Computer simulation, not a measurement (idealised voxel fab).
voxel quadruple lines: a process module
FYI the section here is cut, 300 nm wide, cells are 5 nm squares.
Cross-section layout: square cells on a grid; listed as bands, top to bottom; a band spans one or more cell rows. First you get the band's top height and its bottom height, in nm, and then the materials it's made of, left to right, with each width in nm. If you see a single material with "edge to edge", that one covers the band edge to edge. "empty" is empty space. Heads up on the height convention: 0 is the point under which the incoming wafer is all one material, and the lowest band has no bottom, it just keeps going down, like "top 0, no bottom". Note: "30->40" means the width goes from the first number (top row of the band) to the second number (bottom row) in equal steps per row of cells. "everything unchanged" means the step left every cell of the cross-section as it was. "Internal closed voids": empty spaces of 8 cells or more with no open way to the top, each given as width x height at distance, distance from the left edge, all in nm. Where a step's line continues beyond its settings, the continuation is a remark by the simulator itself on that step. The setting "overlay nm" may be written on the line of a step. When the step uses a mask, the value reports how far to the right of the planned place the mask lay, and a negative value reports that it lay to the left.

THIS SECTION LISTS THE PROCESS STEPS THAT WERE PLANNED
1. RECEIVE (material Si)
2. CONFORMAL_DEP (material Al2O3; thk nm 5)
3. DIRECTIONAL_DEP (material W; thk nm 15)
4. DIRECTIONAL_DEP (material polySi; thk nm 20)
5. DIRECTIONAL_DEP (material aC; thk nm 25)
6. PATTERN (tone cover; mask id MANDREL; material resist; width nm 15; pitch nm 80; thk nm 35; overlay nm 0)
7. DIRECTIONAL_ETCH (etch materials aC; depth nm 25)
8. STRIP (etch materials resist)
9. CONFORMAL_DEP (material SiO2; thk nm 15)
10. DIRECTIONAL_ETCH (etch materials SiO2; depth nm 15)
11. STRIP (etch materials aC)
12. DIRECTIONAL_ETCH (etch materials polySi; depth nm 20)
13. STRIP (etch materials SiO2)
14. CONFORMAL_DEP (material SiCN; thk nm 5)
15. DIRECTIONAL_ETCH (etch materials SiCN; depth nm 5)
16. STRIP (etch materials polySi)
17. DIRECTIONAL_ETCH (etch materials W; depth nm 15)
18. STRIP (etch materials SiCN)
19. FILL_DEP (material SiO2; thk nm 10)
20. CMP (height nm 20)
What sets these wafers apart? The width nm at step 6. They all start alike, and the plan carries the first wafer's value.

SECTIONAL VIEW: FIRST OF SEVERAL WAFERS, AS RECEIVED, AFTER STEP 1
> top 0, no bottom  Si edge to edge
> Internal closed voids: none

FOR YOUR REFERENCE, THE TABLE IS ORGANIZED WITH A ROW PER WAFER; EACH ROW REFLECTS THE WAFER AT THE END OF THE MODULE, INDICATING FOR EACH MATERIAL THE CELLS GAINED (+) OR LOST (-) SINCE RECEIPT, AND THEREAFTER ITS CLOSED VOIDS
width nm 15 | +60 Al2O3 | +156 SiO2 | +24 W | Internal closed voids: none
width nm 20 | +60 Al2O3 | +156 SiO2 | +24 W | Internal closed voids: none
width nm 25 | +60 Al2O3 | +156 SiO2 | +24 W | Internal closed voids: none
width nm 30 | +60 Al2O3 | +156 SiO2 | +24 W | Internal closed voids: none
width nm 35 | +60 Al2O3 | +156 SiO2 | +24 W | Internal closed voids: none
width nm 40 | +60 Al2O3 | +156 SiO2 | +24 W | Internal closed voids: none
